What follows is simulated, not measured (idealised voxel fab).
The process module that follows is named voxel double patterning.
Shown is cross-section cut, with a width of 235 nm and square cells of size 5 nm.
Cross-section format: a grid of square cells, given as bands from top to bottom; each band is one or more rows of cells.
The entry gives the band's vertical extent as a top height and a bottom height in nm, then its horizontal make-up as materials from left to right, each with a width in nm. "empty" stands for empty space; a single material marked "all across" fills the band edge to edge.
We count height from 0. Below that, the starting wafer is all one material. The lowest band never ends at the bottom but goes on down; see "0 down" for how that is written.
When a width is written as two numbers, as in "30..40", the first number is the width in the top row of cells of the band and the second is the width in its bottom row, and the width changes by the same amount from each row to the next.
Reading "identical to before" for a step: not a cell of the cross-section changed in it.
Empty spaces counting at least 8 cells and having no open way to the top are listed in "Closed internal voids". The notation width x height at distance is used for each, the distance being from the left edge and all three values in nm.
If you see something after the settings on a step's line, that's the simulator's own remark about that step.
overlay nm: how far to the right of its planned place the mask lay on this masked step (negative: to the left).

**Process steps foreseen in the plan**
1) RECEIVE, material Si
2) CONFORMAL_DEP, material SiO2, thk nm 10
3) DIRECTIONAL_DEP, material W, thk nm 15
4) DIRECTIONAL_DEP, material SiN, thk nm 5
5) PATTERN, tone open, mask id FIRST, material resist, width nm 15, pitch nm 50, thk nm 20, overlay nm 0
6) DIRECTIONAL_ETCH, etch materials SiN, depth nm 5
7) STRIP, etch materials resist
8) MASKED_ETCH, tone open, mask id SECOND, width nm 15, etch materials SiN, depth nm 5, overlay nm 0
9) DIRECTIONAL_ETCH, etch materials W, depth nm 15
10) STRIP, etch materials SiN

**This is the cross-section of the wafer as we received it, i.e. after step 1**
* 0 down  Si all across
* Closed internal voids: none

**Post-module cross-section: identical start and plan to those above, one misstep in execution**
* 15 to 10  W=85; empty=15; W=10; empty=15; W=10; empty=15; W=85
* 10 to 0  SiO2 all across
* 0 down  Si all across
* Closed internal voids: none
Want to know what went wrong? contrary to plan, step 3 was performed as DIRECTIONAL_DEP, material W, thk nm 5
